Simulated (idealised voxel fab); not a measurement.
The following is a process module called voxel fin reveal.
cross-section cut | 230 nm wide | cells 5 nm
Reading order for cross-sections: top band down to bottom band. Underlying form: a grid of square cells. Band size: one or more rows of cells.
Quick guide to a band line: top height, bottom height (nm) up front; then every material left to right with its width in nm. Only one material and it's marked "edge to edge"? Then it fills the band edge to edge. And "air" just means empty space.
Heads up on the height convention: 0 is the point under which the incoming wafer is all one material, and the lowest band has no bottom, it just keeps going down, like "0 -> down".
Graded width ("30->40"): value in top row of band = first number; value in bottom row = second number; row-to-row change constant.
"nothing changed" for a step: no cell of the cross-section changed in that step.
"Closed void inventory" lists enclosed empty spaces (at least 8 cells, no open path upward to the top), each as width x height at distance from the left edge, in nm.
What comes after the settings on a step's line is commentary from the simulator itself on that step.
The optional step-line setting "overlay nm" applies to steps with a mask and quantifies how far to the right of its planned location the mask lay, a negative value indicating leftward placement.
# So here's the lineup of process steps we planned
1: RECEIVE: material Si
2: CONFORMAL_DEP: material SiN, thk nm 10
3: MASKED_ETCH: tone cover, mask id FINS, width nm 15, pitch nm 45, etch materials SiN, depth nm 10, overlay nm 0
4: MASKED_ETCH: tone cover, mask id FINS, width nm 15, pitch nm 45, etch materials Si, depth nm 35, overlay nm -15
5: OXIDIZE: depth nm 5
6: FILL_DEP: material SiO2, thk nm 15
7: CMP: height nm 10
8: SELECTIVE_ETCH: etch materials SiO2, depth nm 25
9: STRIP: etch materials SiN
10: CONFORMAL_DEP: material SiO2, thk nm 5
It is noted that the wafers described herein are identical at the outset and are distinguished by the overlay nm of step 4; the value stated in the plan corresponds to the first wafer.
# Received condition of the first of several wafers, sectioned: post-step 1
- 0 -> down  Si edge to edge
- Closed void inventory: none
# wafer rows; end of module; cells per material since receipt: (+) gained, (-) lost; then closed voids
overlay nm -15 | -310 Si | +248 SiO2 | Closed void inventory: none
overlay nm -10 | -324 Si | +258 SiO2 | Closed void inventory: none
overlay nm -5 | -338 Si | +268 SiO2 | Closed void inventory: none
overlay nm 0 | -352 Si | +278 SiO2 | Closed void inventory: none
overlay nm 5 | -338 Si | +268 SiO2 | Closed void inventory: none
overlay nm 10 | -324 Si | +258 SiO2 | Closed void inventory: none
overlay nm 15 | -310 Si | +248 SiO2 | Closed void inventory: none
